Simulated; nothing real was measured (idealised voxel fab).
process module | voxel plated lines
cross-section cut | 285 nm wide | cells 5 nm
A cross-section is a grid of square cells, given in bands from the top down. A band is one or more rows of cells.
Each band's line starts with the height of the band's top and of its bottom, in nm. Then come its materials from left to right, each with its width in nm. One material with "throughout" fills the band from edge to edge. "air" is empty space.
Height 0 is the level under which the wafer as received is all one material. The lowest band goes on downwards, as in "0 down".
A width such as "30 to 40" changes by the same amount from each row of cells to the next, from the band's top row to its bottom row.
"no change" after a step means that no cell of the cross-section changed.
closed voids: empty space of 8 cells or more with no open way to the top, each as width x height at its distance from the left edge, in nm
after a step's settings: what the simulator itself notes on the step
overlay nm, on a step with a mask: how far to the right of its planned place the mask lay; to the left if negative
plan
1 op RECEIVE | material Si
2 op CONFORMAL_DEP | material SiN | thk nm 10
3 op DIRECTIONAL_DEP | material TiN | thk nm 5
4 op PATTERN | tone open | mask id LINES | material resist | width nm 15 | pitch nm 40 | thk nm 15 | overlay nm 0
5 op EPI | material Ru | thk nm 10
6 op STRIP | etch materials resist
7 op DIRECTIONAL_ETCH | etch materials TiN | depth nm 5
8 op CONFORMAL_DEP | material SiN | thk nm 10
varied across the wafers: width nm of step 4. The plan shows the first wafer's value. All wafers start alike
first wafer as received, after step 1
  0 down: Si throughout
  closed voids: none
each wafer at the end: cells of each material gained (+) or lost (-) since it was received, then its closed voids
width nm 15 | +12 Ru | +252 SiN | +6 TiN | closed voids: none
width nm 20 | +16 Ru | +252 SiN | +8 TiN | closed voids: none
width nm 25 | +20 Ru | +249 SiN | +10 TiN | closed voids: none
